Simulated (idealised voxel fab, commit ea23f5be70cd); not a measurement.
Process module in this document: voxel released beams
Displayed cross-section: cut, width of 275 nm, square cells sized 5 nm.
Heads up, the way a cross-section reads in here is a grid of square cells, handed over as bands from the top down, with every band being one or more rows of cells.
Within each band entry, the heights of the top and of the bottom of the band appear first, in that order and in nm; the materials of the band then follow from left to right, each with its corresponding width in nm. The designation "all across" on a single material indicates that it fills the band from edge to edge; the designation "empty" indicates empty space.
Note: height 0 marks the level under which the wafer is uniformly one material as received. Lowest band unbounded below, written "0 and below".
The two numbers in a width such as "30 to 40" mark its ends across the band: the first belongs to the top row of cells, the second to the bottom row, and from each row to the next the width moves by the same amount.
"no alteration" means the step left every cell of the cross-section as it was.
You'll see "Trapped voids" listing empty spaces that have no way open to the top, as long as they're 8 cells or more; the notation is width x height at distance, where the distance is from the left edge, and all of it is in nm.
Note: text after step settings on the step line = simulator remark on that step.
overlay nm: how far to the right of its planned place the mask lay on this masked step (negative: to the left).
Note on reading: below, each pair holds a cross-section from before one process step and one from after it; the one from after shows only down to the lowest band that changed. Beneath the pair, the step in between is stated along with its settings. The pairs can stem from different runs of this module on the same starting wafer. Where a pair's entry headed "Prior state" says so, and only there, that pair continues from the pair above it.
Prior state
	0 and below = Si all across
	Trapped voids: none
Cross-Section After Step
	5 down to 0 = SiN all across
	Everything below 0 is unchanged.
	Trapped voids: none
Step, pre vs post cross-sections above: CONFORMAL_DEP,material SiN,thk nm 5
Prior state: identical to the post-step cross-section of the immediately preceding pair.
Cross-Section After Step
	25 down to 5 = SiO2 all across
	Everything below 5 is unchanged.
	Trapped voids: none
Step, pre vs post cross-sections above: DIRECTIONAL_DEP,material SiO2,thk nm 20
Prior state: identical to the post-step cross-section of the immediately preceding pair.
Cross-Section After Step
	25 down to 5 = SiO2 95, empty 35, SiO2 145
	Everything below 5 is unchanged.
	Trapped voids: none
Step, pre vs post cross-sections above: MASKED_ETCH,tone open,mask id ANCHOR,width nm 35,etch materials SiO2,depth nm 20,overlay nm 0
Prior state: identical to the post-step cross-section of the immediately preceding pair.
Cross-Section After Step
	35 down to 25 = TiN 105, empty 15, TiN 155
	25 down to 15 = SiO2 95, TiN 10, empty 15, TiN 10, SiO2 145
	15 down to 5 = SiO2 95, TiN 35, SiO2 145
	Everything below 5 is unchanged.
	Trapped voids: none
Step, pre vs post cross-sections above: CONFORMAL_DEP,material TiN,thk nm 10
Prior state: identical to the post-step cross-section of the immediately preceding pair.
Cross-Section After Step
	35 down to 25 = empty 90, TiN 15, empty 15, TiN 55, empty 100
	Everything below 25 is unchanged.
	Trapped voids: none
Step, pre vs post cross-sections above: MASKED_ETCH,tone cover,mask id BEAM,width nm 85,etch materials TiN,depth nm 10,overlay nm 0
Prior state: identical to the post-step cross-section of the immediately preceding pair.
Cross-Section After Step
	35 down to 25 = empty 90, TiN 15, empty 15, TiN 55, empty 100
	25 down to 15 = empty 95, TiN 10, empty 15, TiN 10, empty 145
	15 down to 5 = empty 95, TiN 35, empty 145
	Everything below 5 is unchanged.
	Trapped voids: none
Step, pre vs post cross-sections above: STRIP,etch materials SiO2
Prior state
	5 down to 0 = SiN all across
	0 and below = Si all across
	Trapped voids: none
Cross-Section After Step
	15 down to 5 = TiN all across
	Everything below 5 is unchanged.
	Trapped voids: none
Step, pre vs post cross-sections above: CONFORMAL_DEP,material TiN,thk nm 10
Prior state: identical to the post-step cross-section of the immediately preceding pair.
Cross-Section After Step
	15 down to 5 = empty 90, TiN 85, empty 100
	Everything below 5 is unchanged.
	Trapped voids: none
Step, pre vs post cross-sections above: MASKED_ETCH,tone cover,mask id BEAM,width nm 85,etch materials TiN,depth nm 10,overlay nm 0
Prior state
	0 and below = Si all across
	Trapped voids: none
Cross-Section After Step
	20 down to 0 = SiO2 all across
	Everything below 0 is unchanged.
	Trapped voids: none
Step, pre vs post cross-sections above: DIRECTIONAL_DEP,material SiO2,thk nm 20
Prior state: identical to the post-step cross-section of the immediately preceding pair.
Cross-Section After Step
	25 down to 20 = SiN all across
	Everything below 20 is unchanged.
	Trapped voids: none
Step, pre vs post cross-sections above: CONFORMAL_DEP,material SiN,thk nm 5
Prior state: identical to the post-step cross-section of the immediately preceding pair.
Cross-Section After Step
	35 down to 25 = TiN all across
	Everything below 25 is unchanged.
	Trapped voids: none
Step, pre vs post cross-sections above: CONFORMAL_DEP,material TiN,thk nm 10
Prior state: identical to the post-step cross-section of the immediately preceding pair.
Cross-Section After Step
	35 down to 25 = empty 90, TiN 85, empty 100
	Everything below 25 is unchanged.
	Trapped voids: none
Step, pre vs post cross-sections above: MASKED_ETCH,tone cover,mask id BEAM,width nm 85,etch materials TiN,depth nm 10,overlay nm 0
Prior state
	0 and below = Si all across
	Trapped voids: none
Cross-Section After Step
	15 down to 0 = SiN all across
	Everything below 0 is unchanged.
	Trapped voids: none
Step, pre vs post cross-sections above: CONFORMAL_DEP,material SiN,thk nm 15
Prior state: identical to the post-step cross-section of the immediately preceding pair.
Cross-Section After Step
	35 down to 15 = SiO2 all across
	Everything below 15 is unchanged.
	Trapped voids: none
Step, pre vs post cross-sections above: DIRECTIONAL_DEP,material SiO2,thk nm 20
Prior state: identical to the post-step cross-section of the immediately preceding pair.
Cross-Section After Step
	35 down to 15 = SiO2 95, empty 35, SiO2 145
	Everything below 15 is unchanged.
	Trapped voids: none
Step, pre vs post cross-sections above: MASKED_ETCH,tone open,mask id ANCHOR,width nm 35,etch materials SiO2,depth nm 20,overlay nm 0
Prior state: identical to the post-step cross-section of the immediately preceding pair.
Cross-Section After Step
	45 down to 35 = TiN 105, empty 15, TiN 155
	35 down to 25 = SiO2 95, TiN 10, empty 15, TiN 10, SiO2 145
	25 down to 15 = SiO2 95, TiN 35, SiO2 145
	Everything below 15 is unchanged.
	Trapped voids: none
Step, pre vs post cross-sections above: CONFORMAL_DEP,material TiN,thk nm 10
Prior state: identical to the post-step cross-section of the immediately preceding pair.
Cross-Section After Step
	45 down to 35 = empty 90, TiN 15, empty 15, TiN 55, empty 100
	Everything below 35 is unchanged.
	Trapped voids: none
Step, pre vs post cross-sections above: MASKED_ETCH,tone cover,mask id BEAM,width nm 85,etch materials TiN,depth nm 10,overlay nm 0
Prior state: identical to the post-step cross-section of the immediately preceding pair.
Cross-Section After Step
	45 down to 35 = empty 90, TiN 15, empty 15, TiN 55, empty 100
	35 down to 25 = empty 95, TiN 10, empty 15, TiN 10, empty 145
	25 down to 15 = empty 95, TiN 35, empty 145
	Everything below 15 is unchanged.
	Trapped voids: none
Step, pre vs post cross-sections above: STRIP,etch materials SiO2
Prior state
	25 down to 5 = SiO2 all across
	5 down to 0 = SiN all across
	0 and below = Si all across
	Trapped voids: none
Cross-Section After Step
	25 down to 5 = SiO2 100, empty 30, SiO2 145
	Everything below 5 is unchanged.
	Trapped voids: none
Step, pre vs post cross-sections above: MASKED_ETCH,tone open,mask id ANCHOR,width nm 30,etch materials SiO2,depth nm 20,overlay nm 0
Prior state: identical to the post-step cross-section of the immediately preceding pair.
Cross-Section After Step
	35 down to 25 = TiN 110, empty 10, TiN 155
	25 down to 15 = SiO2 100, TiN 10, empty 10, TiN 10, SiO2 145
	15 down to 5 = SiO2 100, TiN 30, SiO2 145
	Everything below 5 is unchanged.
	Trapped voids: none
Step, pre vs post cross-sections above: CONFORMAL_DEP,material TiN,thk nm 10
Prior state: identical to the post-step cross-section of the immediately preceding pair.
Cross-Section After Step
	35 down to 25 = empty 90, TiN 20, empty 10, TiN 55, empty 100
	Everything below 25 is unchanged.
	Trapped voids: none
Step, pre vs post cross-sections above: MASKED_ETCH,tone cover,mask id BEAM,width nm 85,etch materials TiN,depth nm 10,overlay nm 0
Prior state: identical to the post-step cross-section of the immediately preceding pair.
Cross-Section After Step
	35 down to 25 = empty 90, TiN 20, empty 10, TiN 55, empty 100
	25 down to 15 = empty 100, TiN 10, empty 10, TiN 10, empty 145
	15 down to 5 = empty 100, TiN 30, empty 145
	Everything below 5 is unchanged.
	Trapped voids: none
Step, pre vs post cross-sections above: STRIP,etch materials SiO2
Prior state
	35 down to 25 = TiN 105, empty 15, TiN 155
	25 down to 15 = SiO2 95, TiN 10, empty 15, TiN 10, SiO2 145
	15 down to 5 = SiO2 95, TiN 35, SiO2 145
	5 down to 0 = SiN all across
	0 and below = Si all across
	Trapped voids: none
Cross-Section After Step
	35 down to 25 = empty 100, TiN 5, empty 15, TiN 65, empty 90
	Everything below 25 is unchanged.
	Trapped voids: none
Step, pre vs post cross-sections above: MASKED_ETCH,tone cover,mask id BEAM,width nm 85,etch materials TiN,depth nm 10,overlay nm 10
Prior state: identical to the post-step cross-section of the immediately preceding pair.
Cross-Section After Step
	35 down to 25 = empty 100, TiN 5, empty 15, TiN 65, empty 90
	25 down to 15 = empty 95, TiN 10, empty 15, TiN 10, empty 145
	15 down to 5 = empty 95, TiN 35, empty 145
	Everything below 5 is unchanged.
	Trapped voids: none
Step, pre vs post cross-sections above: STRIP,etch materials SiO2
Prior state
	35 down to 25 = empty 90, TiN 15, empty 15, TiN 55, empty 100
	25 down to 15 = SiO2 95, TiN 10, empty 15, TiN 10, SiO2 145
	15 down to 5 = SiO2 95, TiN 35, SiO2 145
	5 down to 0 = SiN all across
	0 and below = Si all across
	Trapped voids: none
Cross-Section After Step
	25 down to 5 = SiO2 95, empty 35, SiO2 145
	Everything below 5 is unchanged.
	Trapped voids: none
Step, pre vs post cross-sections above: STRIP,etch materials TiN
Prior state
	25 down to 5 = SiO2 all across
	5 down to 0 = SiN all across
	0 and below = Si all across
	Trapped voids: none
Cross-Section After Step
	25 down to 5 = empty 95, SiO2 35, empty 145
	Everything below 5 is unchanged.
	Trapped voids: none
Step, pre vs post cross-sections above: MASKED_ETCH,tone cover,mask id ANCHOR,width nm 35,etch materials SiO2,depth nm 20,overlay nm 0
Prior state: identical to the post-step cross-section of the immediately preceding pair.
Cross-Section After Step
	35 down to 25 = empty 85, TiN 55, empty 135
	25 down to 15 = empty 85, TiN 10, SiO2 35, TiN 10, empty 135
	15 down to 5 = TiN 95, SiO2 35, TiN 145
	Everything below 5 is unchanged.
	Trapped voids: none
Step, pre vs post cross-sections above: CONFORMAL_DEP,material TiN,thk nm 10
Prior state: identical to the post-step cross-section of the immediately preceding pair.
Cross-Section After Step
	35 down to 25 = empty 90, TiN 50, empty 135
	25 down to 15 = empty 85, TiN 10, SiO2 35, TiN 10, empty 135
	15 down to 5 = empty 85, TiN 10, SiO2 35, TiN 45, empty 100
	Everything below 5 is unchanged.
	Trapped voids: none
Step, pre vs post cross-sections above: MASKED_ETCH,tone cover,mask id BEAM,width nm 85,etch materials TiN,depth nm 10,overlay nm 0
